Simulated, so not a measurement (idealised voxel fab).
The document below concerns the process module designated voxel released beams.
Displayed cross-section: cut, width of 275 nm, square cells sized 5 nm.
For the purposes of this document, a cross-section shall be understood as a grid of square cells, specified as bands listed in top-to-bottom order, each band consisting of one or more rows of cells. Band: top height; bottom height; in nm. Then, left to right: material with width in nm, for each material. "full width": a single material spanning edge to edge. "blank": empty space. For the purposes of this specification, 0 denotes the height below which the wafer in its as-received condition is composed wholly of one material, and the lowermost band, lacking a lower limit, extends downward without end, as expressed in "0 -> down". Graded width ("30 to 40"): value in top row of band = first number; value in bottom row = second number; row-to-row change constant. "remains unaltered" for a step: no cell of the cross-section changed in that step. The list in "Closed void entries" covers empty spaces of 8 cells or more that cannot reach the top through any open way, and it gives each as width x height at distance; the distance is from the left edge, and width, height and distance are in nm. If you see something after the settings on a step's line, that's the simulator's own remark about that step. For masked steps, "overlay nm" on the step line gives how far right of plan the mask actually lay; a minus sign means it lay to the left.

Process steps (planned)
1. RECEIVE, material Si
2. CONFORMAL_DEP, material Al2O3, thk nm 5
3. DIRECTIONAL_DEP, material SiO2, thk nm 10
4. DIRECTIONAL_DEP, material aC, thk nm 15
5. PATTERN, tone open, mask id ANCHOR, material resist, width nm 45, thk nm 35, overlay nm 0
6. DIRECTIONAL_ETCH, etch materials aC, depth nm 15
7. STRIP, etch materials resist
8. DIRECTIONAL_ETCH, etch materials SiO2, depth nm 10
9. STRIP, etch materials aC
10. CONFORMAL_DEP, material polySi, thk nm 15
11. PATTERN, tone cover, mask id BEAM, material resist, width nm 95, thk nm 20, overlay nm 0
12. DIRECTIONAL_ETCH, etch materials polySi, depth nm 15
13. STRIP, etch materials resist
14. STRIP, etch materials SiO2

The first of a set of two wafers, run to plan

So this is the incoming wafer in cross-section - it's already been through step 1
* 0 -> down = Si full width
* Closed void entries: none

Cross-section of the wafer subsequent to step 2
* 5 -> 0 = Al2O3 full width
* Rest of section, below 0: as before.

Cross-section of the wafer subsequent to step 3
* 15 -> 5 = SiO2 full width
* Rest of section, below 5: as before.

Cross-section of the wafer subsequent to step 4
* 30 -> 15 = aC full width
* Rest of section, below 15: as before.

Cross-section of the wafer subsequent to step 5
* 65 -> 30 = resist (90), then blank (45), then resist (140)
* Rest of section, below 30: as before.

Cross-section of the wafer subsequent to step 6
* 50 -> 30 = resist (90), then blank (45), then resist (140)
* 30 -> 15 = aC (90), then blank (45), then aC (140)
* Rest of section, below 15: as before.

Cross-section of the wafer subsequent to step 7
* 30 -> 15 = aC (90), then blank (45), then aC (140)
* Rest of section, below 15: as before.

Cross-section of the wafer subsequent to step 8
* 30 -> 15 = aC (90), then blank (45), then aC (140)
* 15 -> 5 = SiO2 (90), then blank (45), then SiO2 (140)
* Rest of section, below 5: as before.

Cross-section of the wafer subsequent to step 9
* 15 -> 5 = SiO2 (90), then blank (45), then SiO2 (140)
* Rest of section, below 5: as before.

Cross-section of the wafer subsequent to step 10
* 30 -> 20 = polySi (105), then blank (15), then polySi (155)
* 20 -> 15 = polySi full width
* 15 -> 5 = SiO2 (90), then polySi (45), then SiO2 (140)
* Rest of section, below 5: as before.

Cross-section of the wafer subsequent to step 11
* 50 -> 30 = blank (85), then resist (95), then blank (95)
* 30 -> 20 = polySi (105), then resist (15), then polySi (155)
* Rest of section, below 20: as before.

Cross-section of the wafer subsequent to step 12
* 50 -> 30 = blank (85), then resist (95), then blank (95)
* 30 -> 20 = blank (85), then polySi (20), then resist (15), then polySi (60), then blank (95)
* 20 -> 15 = blank (85), then polySi (95), then blank (95)
* Rest of section, below 15: as before.

Cross-section of the wafer subsequent to step 13
* 30 -> 20 = blank (85), then polySi (20), then blank (15), then polySi (60), then blank (95)
* Rest of section, below 20: as before.

Cross-section of the wafer subsequent to step 14
* 30 -> 20 = blank (85), then polySi (20), then blank (15), then polySi (60), then blank (95)
* 20 -> 15 = blank (85), then polySi (95), then blank (95)
* 15 -> 5 = blank (90), then polySi (45), then blank (140)
* Rest of section, below 5: as before.

Companion wafer, the second of two: same beginning, same intended sequence, one mistake in carrying it out; through step 1 inclusive it tracks the first exactly

The second wafer in cross-section, at the planned close of step 2: remains unaltered

The second wafer in cross-section, at the planned close of step 3
* 10 -> 0 = SiO2 full width
* Rest of section, below 0: as before.

The second wafer in cross-section, at the planned close of step 4
* 25 -> 10 = aC full width
* Rest of section, below 10: as before.

The second wafer in cross-section, at the planned close of step 5
* 60 -> 25 = resist (90), then blank (45), then resist (140)
* Rest of section, below 25: as before.

The second wafer in cross-section, at the planned close of step 6
* 45 -> 25 = resist (90), then blank (45), then resist (140)
* 25 -> 10 = aC (90), then blank (45), then aC (140)
* Rest of section, below 10: as before.

The second wafer in cross-section, at the planned close of step 7
* 25 -> 10 = aC (90), then blank (45), then aC (140)
* Rest of section, below 10: as before.

The second wafer in cross-section, at the planned close of step 8
* 25 -> 10 = aC (90), then blank (45), then aC (140)
* 10 -> 0 = SiO2 (90), then blank (45), then SiO2 (140)
* Rest of section, below 0: as before.

The second wafer in cross-section, at the planned close of step 9
* 10 -> 0 = SiO2 (90), then blank (45), then SiO2 (140)
* Rest of section, below 0: as before.

The second wafer in cross-section, at the planned close of step 10
* 25 -> 15 = polySi (105), then blank (15), then polySi (155)
* 15 -> 10 = polySi full width
* 10 -> 0 = SiO2 (90), then polySi (45), then SiO2 (140)
* Rest of section, below 0: as before.

The second wafer in cross-section, at the planned close of step 11
* 45 -> 25 = blank (85), then resist (95), then blank (95)
* 25 -> 15 = polySi (105), then resist (15), then polySi (155)
* Rest of section, below 15: as before.

The second wafer in cross-section, at the planned close of step 12
* 45 -> 25 = blank (85), then resist (95), then blank (95)
* 25 -> 15 = blank (85), then polySi (20), then resist (15), then polySi (60), then blank (95)
* 15 -> 10 = blank (85), then polySi (95), then blank (95)
* Rest of section, below 10: as before.

The second wafer in cross-section, at the planned close of step 13
* 25 -> 15 = blank (85), then polySi (20), then blank (15), then polySi (60), then blank (95)
* Rest of section, below 15: as before.

The second wafer in cross-section, at the planned close of step 14
* 25 -> 15 = blank (85), then polySi (20), then blank (15), then polySi (60), then blank (95)
* 15 -> 10 = blank (85), then polySi (95), then blank (95)
* 10 -> 0 = blank (90), then polySi (45), then blank (140)
* Rest of section, below 0: as before.
In executing the process, a mistake was made relative to the plan: execution of step 2 of the plan did not take place, the step having been omitted
End check, counted in cells, second wafer has more or fewer of these materials than the first: Al2O3 -55
